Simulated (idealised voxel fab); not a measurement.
process module | voxel double patterning
cross-section cut | 285 nm wide | cells 5 nm
A cross-section is a grid of square cells, given in bands from the top down. A band is one or more rows of cells.
Each band's line starts with the height of the band's top and of its bottom, in nm. Then come its materials from left to right, each with its width in nm. One material with "throughout" fills the band from edge to edge. "air" is empty space.
Height 0 is the level under which the wafer as received is all one material. The lowest band goes on downwards, as in "0 down".
A width such as "30 to 40" changes by the same amount from each row of cells to the next, from the band's top row to its bottom row.
"no change" after a step means that no cell of the cross-section changed.
closed voids: empty space of 8 cells or more with no open way to the top, each as width x height at its distance from the left edge, in nm
after a step's settings: what the simulator itself notes on the step
overlay nm, on a step with a mask: how far to the right of its planned place the mask lay; to the left if negative
plan
1 op RECEIVE | material Si
2 op CONFORMAL_DEP | material SiO2 | thk nm 5
3 op DIRECTIONAL_DEP | material W | thk nm 10
4 op DIRECTIONAL_DEP | material SiCN | thk nm 10
5 op MASKED_ETCH | tone open | mask id FIRST | width nm 15 | pitch nm 50 | etch materials SiCN | depth nm 10 | overlay nm 0
6 op DIRECTIONAL_DEP | material aC | thk nm 15
7 op PATTERN | tone open | mask id SECOND | material resist | width nm 15 | thk nm 30 | overlay nm 0
8 op DIRECTIONAL_ETCH | etch materials aC | depth nm 15
9 op STRIP | etch materials resist
10 op DIRECTIONAL_ETCH | etch materials SiCN | depth nm 10
11 op STRIP | etch materials aC
12 op DIRECTIONAL_ETCH | etch materials W | depth nm 10
13 op STRIP | etch materials SiCN
first wafer, as planned
as received, after step 1
  0 down: Si throughout
  closed voids: none
after step 2
  5 to 0: SiO2 throughout
  below 0: unchanged
after step 3
  15 to 5: W throughout
  below 5: unchanged
after step 4
  25 to 15: SiCN throughout
  below 15: unchanged
after step 5
  25 to 15: SiCN 110 | air 15 | SiCN 35 | air 15 | SiCN 110
  below 15: unchanged
after step 6
  40 to 30: aC 110 | air 15 | aC 35 | air 15 | aC 110
  30 to 25: aC throughout
  25 to 15: SiCN 110 | aC 15 | SiCN 35 | aC 15 | SiCN 110
  below 15: unchanged
after step 7
  70 to 40: resist 135 | air 15 | resist 135
  40 to 30: aC 110 | resist 15 | aC 35 | resist 15 | aC 110
  below 30: unchanged
after step 8
  55 to 40: resist 135 | air 15 | resist 135
  40 to 30: aC 110 | resist 15 | aC 10 | air 15 | aC 10 | resist 15 | aC 110
  30 to 25: aC 135 | air 15 | aC 135
  below 25: unchanged
after step 9
  40 to 30: aC 110 | air 15 | aC 10 | air 15 | aC 10 | air 15 | aC 110
  below 30: unchanged
after step 10
  40 to 30: aC 110 | air 15 | aC 10 | air 15 | aC 10 | air 15 | aC 110
  30 to 25: aC 135 | air 15 | aC 135
  25 to 15: SiCN 110 | aC 15 | SiCN 10 | air 15 | SiCN 10 | aC 15 | SiCN 110
  below 15: unchanged
after step 11
  25 to 15: SiCN 110 | air 15 | SiCN 10 | air 15 | SiCN 10 | air 15 | SiCN 110
  below 15: unchanged
after step 12
  25 to 15: SiCN 110 | air 15 | SiCN 10 | air 15 | SiCN 10 | air 15 | SiCN 110
  15 to 5: W 110 | air 15 | W 10 | air 15 | W 10 | air 15 | W 110
  below 5: unchanged
after step 13
  15 to 5: W 110 | air 15 | W 10 | air 15 | W 10 | air 15 | W 110
  below 5: unchanged
second wafer: like start, like plan, one mistake. Through step 2 it matches the first wafer
when step 3 should have ended
  15 to 0: SiO2 throughout
  below 0: unchanged
when step 4 should have ended
  25 to 15: SiCN throughout
  below 15: unchanged
when step 5 should have ended
  25 to 15: SiCN 110 | air 15 | SiCN 35 | air 15 | SiCN 110
  below 15: unchanged
when step 6 should have ended
  40 to 30: aC 110 | air 15 | aC 35 | air 15 | aC 110
  30 to 25: aC throughout
  25 to 15: SiCN 110 | aC 15 | SiCN 35 | aC 15 | SiCN 110
  below 15: unchanged
when step 7 should have ended
  70 to 40: resist 135 | air 15 | resist 135
  40 to 30: aC 110 | resist 15 | aC 35 | resist 15 | aC 110
  below 30: unchanged
when step 8 should have ended
  55 to 40: resist 135 | air 15 | resist 135
  40 to 30: aC 110 | resist 15 | aC 10 | air 15 | aC 10 | resist 15 | aC 110
  30 to 25: aC 135 | air 15 | aC 135
  below 25: unchanged
when step 9 should have ended
  40 to 30: aC 110 | air 15 | aC 10 | air 15 | aC 10 | air 15 | aC 110
  below 30: unchanged
when step 10 should have ended
  40 to 30: aC 110 | air 15 | aC 10 | air 15 | aC 10 | air 15 | aC 110
  30 to 25: aC 135 | air 15 | aC 135
  25 to 15: SiCN 110 | aC 15 | SiCN 10 | air 15 | SiCN 10 | aC 15 | SiCN 110
  below 15: unchanged
when step 11 should have ended
  25 to 15: SiCN 110 | air 15 | SiCN 10 | air 15 | SiCN 10 | air 15 | SiCN 110
  below 15: unchanged
when step 12 should have ended: no change
when step 13 should have ended
  15 to 0: SiO2 throughout
  below 0: unchanged
what went wrong: step 3 ran as: op DIRECTIONAL_DEP | material SiO2 | thk nm 10
at the end the second wafer has, in cells: 114 more of SiO2 | 96 fewer of W
